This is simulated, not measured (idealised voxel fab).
The process module presented herein is designated voxel tone inversion.
Cross-section cut spans 165 nm and uses square cells 5 nm in size.
For the purposes of this document, a cross-section shall be understood as a grid of square cells, specified as bands listed in top-to-bottom order, each band consisting of one or more rows of cells.
The band entry comprises the height of the band's top followed by the height of its bottom, expressed in nm, and subsequently the band's materials from left to right, each stated together with its width in nm. Where a single material is marked with the word "all across", that material fills the band from edge to edge. The word "blank" represents empty space.
A quick word on heights: they are counted from 0, and under that level the wafer as it came to us is one material throughout. The lowest band is different from the rest in having no bottom; it simply continues downward, written as in "top 0, no bottom".
Width "30..40": first value at the band's top row of cells, second value at its bottom row, equal change from row to row.
Where a step carries "no modification", the cross-section came out of it unchanged, cell for cell.
"Closed void table" specifies each empty space that is not open to the top and that occupies no fewer than 8 cells, using the form width x height at distance, the distance measured from the left edge and all three quantities in nm.
Text after the settings on a step's line: the simulator's own remark on that step.
"overlay nm" on a masked step: distance the mask lay right of its planned place, negative for left.

## Process steps - plan
1,RECEIVE with material Si
2,CONFORMAL_DEP with material SiCN, thk nm 10
3,DIRECTIONAL_DEP with material aC, thk nm 15
4,PATTERN with tone cover, mask id POSTS, material resist, width nm 15, pitch nm 40, thk nm 25, overlay nm 0
5,DIRECTIONAL_ETCH with etch materials aC, depth nm 15
6,STRIP with etch materials resist
7,FILL_DEP with material lowk, thk nm 10
8,CMP with height nm 25
9,STRIP with etch materials aC

## The first wafer of two, processed as planned

## Incoming wafer in cross-section (state: after step 1)
	top 0, no bottom | Si all across
	Closed void table: none

## The wafer in cross-section once step 2 is complete
	top 10, bottom 0 | SiCN all across
	Unchanged below 0.

## The wafer in cross-section once step 3 is complete
	top 25, bottom 10 | aC all across
	Unchanged below 10.

## The wafer in cross-section once step 4 is complete
	top 50, bottom 25 | 55 nm blank  15 nm resist  25 nm blank  15 nm resist  55 nm blank
	Unchanged below 25.

## The wafer in cross-section once step 5 is complete
	top 35, bottom 25 | 55 nm blank  15 nm resist  25 nm blank  15 nm resist  55 nm blank
	top 25, bottom 10 | 55 nm blank  15 nm aC  25 nm blank  15 nm aC  55 nm blank
	Unchanged below 10.

## The wafer in cross-section once step 6 is complete
	top 25, bottom 10 | 55 nm blank  15 nm aC  25 nm blank  15 nm aC  55 nm blank
	Unchanged below 10.

## The wafer in cross-section once step 7 is complete
	top 35, bottom 25 | lowk all across
	top 25, bottom 10 | 55 nm lowk  15 nm aC  25 nm lowk  15 nm aC  55 nm lowk
	Unchanged below 10.

## The wafer in cross-section once step 8 is complete
	top 25, bottom 10 | 55 nm lowk  15 nm aC  25 nm lowk  15 nm aC  55 nm lowk
	Unchanged below 10.

## The wafer in cross-section once step 9 is complete
	top 25, bottom 10 | 55 nm lowk  15 nm blank  25 nm lowk  15 nm blank  55 nm lowk
	Unchanged below 10.

## Wafer two. Identical start, identical plan. One mistake in execution. Identical history through step 2

## Cross-section, second wafer, at the end time the plan gives for step 3
	top 25, bottom 0 | SiCN all across
	Unchanged below 0.

## Cross-section, second wafer, at the end time the plan gives for step 4
	top 50, bottom 25 | 55 nm blank  15 nm resist  25 nm blank  15 nm resist  55 nm blank
	Unchanged below 25.

## Cross-section, second wafer, at the end time the plan gives for step 5
	top 35, bottom 25 | 55 nm blank  15 nm resist  25 nm blank  15 nm resist  55 nm blank
	Unchanged below 25.

## Cross-section, second wafer, at the end time the plan gives for step 6
	top 25, bottom 0 | SiCN all across
	Unchanged below 0.

## Cross-section, second wafer, at the end time the plan gives for step 7
	top 35, bottom 25 | lowk all across
	Unchanged below 25.

## Cross-section, second wafer, at the end time the plan gives for step 8
	top 25, bottom 0 | SiCN all across
	Unchanged below 0.

Cross-section, second wafer, at the end time the plan gives for step 9: no modification
Heads up, the wafer didn't run the way we planned it: note that step 3 departed from the planned setting and was carried out as DIRECTIONAL_DEP with material SiCN, thk nm 15
Heads up, by the end the second wafer has more or fewer cells of some materials compared to the first: SiCN: 99 more; lowk: 81 fewer
